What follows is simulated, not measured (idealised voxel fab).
This is a process module. Its name is voxel trench capacitor.
Pictured: cross-section cut, 175 nm wide, on a grid of 5 nm square cells.
How to read a cross-section here: the picture is a grid of square cells, written as bands going from the top down, and any band can span one or more rows of cells.
Heights first: top, then bottom, in nm. Then materials, left to right, each with a width in nm. "throughout" on a single material: fills the band edge to edge. "blank": empty space.
Heights from 0 (as-received wafer is one material below). Bottom band endless downward, as "0 and below".
Note: "30 to 40" means the width goes from the first number (top row of the band) to the second number (bottom row) in equal steps per row of cells.
"nothing different" after a step means that no cell of the cross-section changed.
Enclosed void catalog: empty space of 8 cells or more with no open way to the top, each as width x height at its distance from the left edge, in nm
Text after the settings on a step's line: the simulator's own remark on that step.
Steps that use a mask can have "overlay nm" on their line. It says how far the mask sat to the right of where it was meant to be. Negative means to the left.
Intended process steps:
1,RECEIVE (material Si)
2,CONFORMAL_DEP (material SiN; thk nm 10)
3,PATTERN (tone open; mask id TRENCH; material resist; width nm 25; pitch nm 45; thk nm 15; overlay nm 0)
4,DIRECTIONAL_ETCH (etch materials SiN; depth nm 10)
5,DIRECTIONAL_ETCH (etch materials Si; depth nm 40)
6,STRIP (etch materials resist)
7,CONFORMAL_DEP (material HfO2; thk nm 5)
8,CONFORMAL_DEP (material TiN; thk nm 5)
9,FILL_DEP (material W; thk nm 5)
10,CMP (height nm 10)
First wafer, two in total, run as planned:
So this is the incoming wafer in cross-section - it's already been through step 1:
	0 and below = Si throughout
	Enclosed void catalog: none
Cross-section through the wafer, step 2 finished:
	10 down to 0 = SiN throughout
	Anything lower than 0 is untouched.
Cross-section through the wafer, step 3 finished:
	25 down to 10 = 50 of resist, then 25 of blank, then 20 of resist, then 25 of blank, then 55 of resist
	Anything lower than 10 is untouched.
Cross-section through the wafer, step 4 finished:
	25 down to 10 = 50 of resist, then 25 of blank, then 20 of resist, then 25 of blank, then 55 of resist
	10 down to 0 = 50 of SiN, then 25 of blank, then 20 of SiN, then 25 of blank, then 55 of SiN
	Anything lower than 0 is untouched.
Cross-section through the wafer, step 5 finished:
	25 down to 10 = 50 of resist, then 25 of blank, then 20 of resist, then 25 of blank, then 55 of resist
	10 down to 0 = 50 of SiN, then 25 of blank, then 20 of SiN, then 25 of blank, then 55 of SiN
	0 down to -40 = 50 of Si, then 25 of blank, then 20 of Si, then 25 of blank, then 55 of Si
	Anything lower than -40 is untouched.
Cross-section through the wafer, step 6 finished:
	10 down to 0 = 50 of SiN, then 25 of blank, then 20 of SiN, then 25 of blank, then 55 of SiN
	Anything lower than 0 is untouched.
Cross-section through the wafer, step 7 finished:
	15 down to 10 = 55 of HfO2, then 15 of blank, then 30 of HfO2, then 15 of blank, then 60 of HfO2
	10 down to 0 = 50 of SiN, then 5 of HfO2, then 15 of blank, then 5 of HfO2, then 20 of SiN, then 5 of HfO2, then 15 of blank, then 5 of HfO2, then 55 of SiN
	0 down to -35 = 50 of Si, then 5 of HfO2, then 15 of blank, then 5 of HfO2, then 20 of Si, then 5 of HfO2, then 15 of blank, then 5 of HfO2, then 55 of Si
	-35 down to -40 = 50 of Si, then 25 of HfO2, then 20 of Si, then 25 of HfO2, then 55 of Si
	Anything lower than -40 is untouched.
Cross-section through the wafer, step 8 finished:
	20 down to 15 = 60 of TiN, then 5 of blank, then 40 of TiN, then 5 of blank, then 65 of TiN
	15 down to 10 = 55 of HfO2, then 5 of TiN, then 5 of blank, then 5 of TiN, then 30 of HfO2, then 5 of TiN, then 5 of blank, then 5 of TiN, then 60 of HfO2
	10 down to 0 = 50 of SiN, then 5 of HfO2, then 5 of TiN, then 5 of blank, then 5 of TiN, then 5 of HfO2, then 20 of SiN, then 5 of HfO2, then 5 of TiN, then 5 of blank, then 5 of TiN, then 5 of HfO2, then 55 of SiN
	0 down to -30 = 50 of Si, then 5 of HfO2, then 5 of TiN, then 5 of blank, then 5 of TiN, then 5 of HfO2, then 20 of Si, then 5 of HfO2, then 5 of TiN, then 5 of blank, then 5 of TiN, then 5 of HfO2, then 55 of Si
	-30 down to -35 = 50 of Si, then 5 of HfO2, then 15 of TiN, then 5 of HfO2, then 20 of Si, then 5 of HfO2, then 15 of TiN, then 5 of HfO2, then 55 of Si
	Anything lower than -35 is untouched.
Cross-section through the wafer, step 9 finished:
	25 down to 20 = W throughout
	20 down to 15 = 60 of TiN, then 5 of W, then 40 of TiN, then 5 of W, then 65 of TiN
	15 down to 10 = 55 of HfO2, then 5 of TiN, then 5 of W, then 5 of TiN, then 30 of HfO2, then 5 of TiN, then 5 of W, then 5 of TiN, then 60 of HfO2
	10 down to 0 = 50 of SiN, then 5 of HfO2, then 5 of TiN, then 5 of W, then 5 of TiN, then 5 of HfO2, then 20 of SiN, then 5 of HfO2, then 5 of TiN, then 5 of W, then 5 of TiN, then 5 of HfO2, then 55 of SiN
	0 down to -30 = 50 of Si, then 5 of HfO2, then 5 of TiN, then 5 of W, then 5 of TiN, then 5 of HfO2, then 20 of Si, then 5 of HfO2, then 5 of TiN, then 5 of W, then 5 of TiN, then 5 of HfO2, then 55 of Si
	Anything lower than -30 is untouched.
Cross-section through the wafer, step 10 finished:
	10 down to 0 = 50 of SiN, then 5 of HfO2, then 5 of TiN, then 5 of W, then 5 of TiN, then 5 of HfO2, then 20 of SiN, then 5 of HfO2, then 5 of TiN, then 5 of W, then 5 of TiN, then 5 of HfO2, then 55 of SiN
	Anything lower than 0 is untouched.
The second wafer was prepared from the same starting point and under the same plan as the first; its processing contained one mistake, and it remains indistinguishable from the first wafer up to and including step 9:
What the second wafer looks like in cross-section when step 10 should have wrapped up: nothing different
Nonconformance to the process plan: step 10 of the plan never got run, it was skipped over
The second wafer ends with more or fewer cells of some materials than the first, per final count: 29 more of HfO2; 37 more of TiN; 39 more of W
